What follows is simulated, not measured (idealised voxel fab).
process module | voxel released beams
cross-section cut | 290 nm wide | cells 5 nm
A cross-section is a grid of square cells, given in bands from the top down. A band is one or more rows of cells.
Each band's line starts with the height of the band's top and of its bottom, in nm. Then come its materials from left to right, each with its width in nm. One material with "throughout" fills the band from edge to edge. "air" is empty space.
Height 0 is the level under which the wafer as received is all one material. The lowest band goes on downwards, as in "0 down".
A width such as "30 to 40" changes by the same amount from each row of cells to the next, from the band's top row to its bottom row.
"no change" after a step means that no cell of the cross-section changed.
closed voids: empty space of 8 cells or more with no open way to the top, each as width x height at its distance from the left edge, in nm
after a step's settings: what the simulator itself notes on the step
overlay nm, on a step with a mask: how far to the right of its planned place the mask lay; to the left if negative
plan
1 op RECEIVE | material Si
2 op CONFORMAL_DEP | material Al2O3 | thk nm 10
3 op DIRECTIONAL_DEP | material SiO2 | thk nm 10
4 op PATTERN | tone open | mask id ANCHOR | material resist | width nm 25 | thk nm 20 | overlay nm 0
5 op DIRECTIONAL_ETCH | etch materials SiO2 | depth nm 10
6 op STRIP | etch materials resist
7 op CONFORMAL_DEP | material SiN | thk nm 10
8 op MASKED_ETCH | tone cover | mask id BEAM | width nm 80 | etch materials SiN | depth nm 10 | overlay nm 0
9 op STRIP | etch materials SiO2
as received, after step 1
  0 down: Si throughout
  closed voids: none
first wafer at the end, as planned
  30 to 20: air 100 | SiN 15 | air 5 | SiN 60 | air 110
  20 to 10: air 105 | SiN 25 | air 160
  10 to 0: Al2O3 throughout
  0 down: Si throughout
  closed voids: none
second wafer at the end: like start, like plan, one mistake
  30 to 20: air 105 | SiN 10 | air 5 | SiN 60 | air 110
  20 to 10: air 105 | SiN 25 | air 160
  10 to 0: Al2O3 throughout
  0 down: Si throughout
  closed voids: none
what went wrong: step 8 ran as: op MASKED_ETCH | tone cover | mask id BEAM | width nm 75 | etch materials SiN | depth nm 10 | overlay nm 0
at the end the second wafer has, in cells: 2 fewer of SiN
